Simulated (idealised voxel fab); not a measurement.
This section sets out a process module, namely voxel gate over fins.
The cross-section shown here is cut; it is 215 nm wide and divided into square cells measuring 5 nm on a side.
This document writes a cross-section as a grid whose cells are square, and gives it as bands, listed from the top down; one or more rows of cells form a band.
Within each band entry, the heights of the top and of the bottom of the band appear first, in that order and in nm; the materials of the band then follow from left to right, each with its corresponding width in nm. The designation "full width" on a single material indicates that it fills the band from edge to edge; the designation "blank" indicates empty space.
Heights are reckoned from 0. Under this level, the received wafer is all of one material. The bottommost band is open-ended downward, for example "0 -> down".
Width spec "30 to 40" -> top row of cells at first value, bottom row at second value, equal per-row change in between.
"remained the same" means the step left every cell of the cross-section as it was.
If an empty space has no open way to the top and is at least 8 cells in size, "Trapped cavities" lists it, written width x height at distance, where distance is measured from the left edge and every value is in nm.
Anything after a step's settings on that line? It's the simulator's own note about the step.
"overlay nm" answers the question of how far to the right of plan the mask lay on a step that has a mask, and when it is negative the answer is to the left.
# Here's what the planned process steps look like
- 1: RECEIVE [material Si]
- 2: CONFORMAL_DEP [material SiN] [thk nm 10]
- 3: DIRECTIONAL_DEP [material aC] [thk nm 10]
- 4: PATTERN [tone cover] [mask id FINS] [material resist] [width nm 15] [pitch nm 40] [thk nm 30] [overlay nm 0]
- 5: DIRECTIONAL_ETCH [etch materials aC] [depth nm 10]
- 6: STRIP [etch materials resist]
- 7: DIRECTIONAL_ETCH [etch materials SiN] [depth nm 10]
- 8: DIRECTIONAL_ETCH [etch materials Si] [depth nm 30]
- 9: STRIP [etch materials aC]
- 10: OXIDIZE [depth nm 5]
- 11: FILL_DEP [material SiO2] [thk nm 5]
- 12: CMP [height nm 10]
- 13: SELECTIVE_ETCH [etch materials SiO2] [depth nm 20]
- 14: STRIP [etch materials SiN]
- 15: CONFORMAL_DEP [material HfO2] [thk nm 5]
- 16: CONFORMAL_DEP [material TiN] [thk nm 5]
- 17: FILL_DEP [material W] [thk nm 10]
- 18: CMP [height nm 15]
- 19: CONFORMAL_DEP [material SiCN] [thk nm 5]
Wafers differ in width nm at step 4; plan lists the first wafer's value; identical starting state.
# Cross-sectional view of the first of several wafers in the as-received condition, corresponding to the state following step 1
- 0 -> down: Si full width
- Trapped cavities: none
# Take any row and you have a wafer at the end of the module: how many cells of each material it has gained (+) or lost (-) since it was received, and then its closed voids
width nm 15, +55 HfO2, -280 Si, +43 SiCN, +200 SiO2, +55 TiN, +99 W, Trapped cavities: none
width nm 20, +55 HfO2, -259 Si, +43 SiCN, +185 SiO2, +55 TiN, +93 W, Trapped cavities: none
width nm 25, +55 HfO2, -238 Si, +43 SiCN, +170 SiO2, +55 TiN, +87 W, Trapped cavities: none
